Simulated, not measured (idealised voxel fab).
Module name: voxel quadruple lines (process module)
cross-section cut | 250 nm wide | cells 5 nm
Cross-section format: a grid of square cells, given as bands from top to bottom; each band is one or more rows of cells.
Basically the band line says how high the top is and how high the bottom is, in nm, and then what's in it from left to right, every material with its width in nm. Empty space shows up as "empty", and if a single material carries "everywhere" it runs the full band edge to edge.
Heights from 0 (as-received wafer is one material below). Bottom band endless downward, as "z 0 and below".
When a width is written as two numbers, as in "30->40", the first number is the width in the top row of cells of the band and the second is the width in its bottom row, and the width changes by the same amount from each row to the next.
For the purposes of this document, the phrase "nothing got changed" attached to a step denotes that no cell within the cross-section was modified by that step.
The entry "Entrapped void list" lists the empty spaces that cover at least 8 cells and have no open path to the top. Each is written as width x height at distance, where the distance is measured from the left edge and all three values are in nm.
Read whatever lies past the settings on a step's line as the simulator's own remark about the step.
overlay nm: how far to the right of its planned place the mask lay on this masked step (negative: to the left).

### Steps in the process plan
- 1: op RECEIVE | material Si
- 2: op CONFORMAL_DEP | material SiO2 | thk nm 5
- 3: op DIRECTIONAL_DEP | material W | thk nm 10
- 4: op DIRECTIONAL_DEP | material polySi | thk nm 20
- 5: op DIRECTIONAL_DEP | material aC | thk nm 25
- 6: op PATTERN | tone cover | mask id MANDREL | material resist | width nm 20 | pitch nm 80 | thk nm 30 | overlay nm 0
- 7: op DIRECTIONAL_ETCH | etch materials aC | depth nm 25
- 8: op STRIP | etch materials resist
- 9: op CONFORMAL_DEP | material SiO2 | thk nm 10
- 10: op DIRECTIONAL_ETCH | etch materials SiO2 | depth nm 10
- 11: op STRIP | etch materials aC
- 12: op DIRECTIONAL_ETCH | etch materials polySi | depth nm 20
- 13: op STRIP | etch materials SiO2
- 14: op CONFORMAL_DEP | material SiCN | thk nm 10
- 15: op DIRECTIONAL_ETCH | etch materials SiCN | depth nm 10
- 16: op STRIP | etch materials polySi
- 17: op DIRECTIONAL_ETCH | etch materials W | depth nm 10
- 18: op STRIP | etch materials SiCN
- 19: op FILL_DEP | material lowk | thk nm 5
- 20: op CMP | height nm 15
Wafers differ in width nm at step 6; plan lists the first wafer's value; identical starting state.

### first wafer as received, after step 1
	z 0 and below = Si everywhere
	Entrapped void list: none

### Post step 20, the closing step of the module: first of several wafers, cross-sectioned
	z 15 to 5 = 55 lowk; 10 W; 10 lowk; 20 W; 10 lowk; 10 W; 20 lowk; 10 W; 10 lowk; 20 W; 10 lowk; 10 W; 55 lowk
	z 5 to 0 = SiO2 everywhere
	z 0 and below = Si everywhere
	Entrapped void list: none

### Final wafer of several, shown in cross-section at the end of the module
	z 15 to 5 = 45 lowk; 10 W; 10 lowk; 10 W; 25 lowk; 10 W; 10 lowk; 15 W; 10 lowk; 10 W; 25 lowk; 10 W; 10 lowk; 10 W; 40 lowk
	z 5 to 0 = SiO2 everywhere
	z 0 and below = Si everywhere
	Entrapped void list: none

### Per wafer, end of module: cells gained (+) or lost (-) per material since receipt, then closed voids
width nm 20, +50 SiO2, +32 W, +68 lowk, Entrapped void list: none
width nm 25, +50 SiO2, +32 W, +68 lowk, Entrapped void list: none
width nm 30, +50 SiO2, +32 W, +68 lowk, Entrapped void list: none
width nm 35, +50 SiO2, +32 W, +68 lowk, Entrapped void list: none
width nm 40, +50 SiO2, +32 W, +68 lowk, Entrapped void list: none
width nm 45, +50 SiO2, +30 W, +70 lowk, Entrapped void list: none
